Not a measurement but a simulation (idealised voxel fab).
Process module under the name voxel self aligned vias
Section cut is 240 nm wide and gridded with 5 nm square cells.
Just so we're on the same page, the cross-sections are grids of square cells, and they're listed out in bands top to bottom, each band one or more rows deep.
A band entry consists of two parts. The first gives the height of the band's top and the height of its bottom, in nm. The rest lists the band's materials from left to right, each with its width in nm. A single material labelled with the word "all across" fills the band from edge to edge, and the word "blank" marks empty space.
Height 0 is the level under which the wafer as received is all one material. The lowest band goes on downwards, as in "0 nm and below".
The notation "30->40" denotes a width that varies across the rows of cells in the band, beginning at the first number in the top row, finishing at the second number in the bottom row, and changing by an identical amount from each row to the next.
It should be understood that the words "nothing got changed", when stated for a given step, signify that the cross-section underwent no change in any of its cells during that step.
"Closed void roster": empty spaces of 8 cells or more with no open way to the top, each given as width x height at distance, distance from the left edge, all in nm.
Heads up: the bit after the settings on a step's line is the simulator's remark on that step.
You can add "overlay nm" to a step's line. For a step with a mask, it describes how far the mask lay to the right of its planned position, and a negative number describes a lay to the left.

# Here's what the planned process steps look like
1,RECEIVE (material Si)
2,CONFORMAL_DEP (material SiO2; thk nm 15)
3,CONFORMAL_DEP (material SiCN; thk nm 5)
4,DIRECTIONAL_DEP (material SiO2; thk nm 30)
5,DIRECTIONAL_DEP (material aC; thk nm 10)
6,PATTERN (tone open; mask id LINES; material resist; width nm 20; pitch nm 50; thk nm 30; overlay nm 0)
7,DIRECTIONAL_ETCH (etch materials aC; depth nm 10)
8,STRIP (etch materials resist)
9,DIRECTIONAL_ETCH (etch materials SiO2; depth nm 30)
10,STRIP (etch materials aC)
11,CONFORMAL_DEP (material TiN; thk nm 5)
12,FILL_DEP (material Ru; thk nm 5)
13,CMP (height nm 50)
14,SELECTIVE_ETCH (etch materials W Ru TiN; depth nm 5)
15,FILL_DEP (material SiN; thk nm 5)
16,CMP (height nm 50)
17,DIRECTIONAL_DEP (material SiO2; thk nm 20)
18,PATTERN (tone open; mask id VIAS; material resist; width nm 30; pitch nm 100; thk nm 20; overlay nm 0)
19,DIRECTIONAL_ETCH (etch materials SiO2; depth nm 20)
20,DIRECTIONAL_ETCH (etch materials SiN; depth nm 5)
21,STRIP (etch materials resist)
22,CONFORMAL_DEP (material TiN; thk nm 5)
23,FILL_DEP (material Cu; thk nm 5)
24,CMP (height nm 70)
25,CONFORMAL_DEP (material SiN; thk nm 5)

# Step 1 complete: cross-section of the wafer as received
  0 nm and below  Si all across
  Closed void roster: none

# Starting wafer: above. Plan: above. Run: one mistake. Cross-section after the module: below
  75 nm to 70 nm  SiN all across
  70 nm to 55 nm  Cu 50  TiN 5  SiO2 30  TiN 5  Cu 60  TiN 5  SiO2 30  TiN 5  Cu 50
  55 nm to 50 nm  TiN 55  SiO2 30  TiN 30  Cu 10  TiN 30  SiO2 30  TiN 55
  50 nm to 45 nm  SiO2 60  SiN 20  SiO2 30  TiN 20  SiO2 30  SiN 20  SiO2 60
  45 nm to 25 nm  SiO2 60  TiN 5  Ru 10  TiN 5  SiO2 30  TiN 5  Ru 10  TiN 5  SiO2 30  TiN 5  Ru 10  TiN 5  SiO2 60
  25 nm to 20 nm  SiO2 60  TiN 20  SiO2 30  TiN 20  SiO2 30  TiN 20  SiO2 60
  20 nm to 15 nm  SiCN all across
  15 nm to 0 nm  SiO2 all across
  0 nm and below  Si all across
  Closed void roster: none
In executing the process, a mistake was made relative to the plan: contrary to plan, step 18 was performed as PATTERN (tone cover; mask id VIAS; material resist; width nm 30; pitch nm 100; thk nm 20; overlay nm 0)
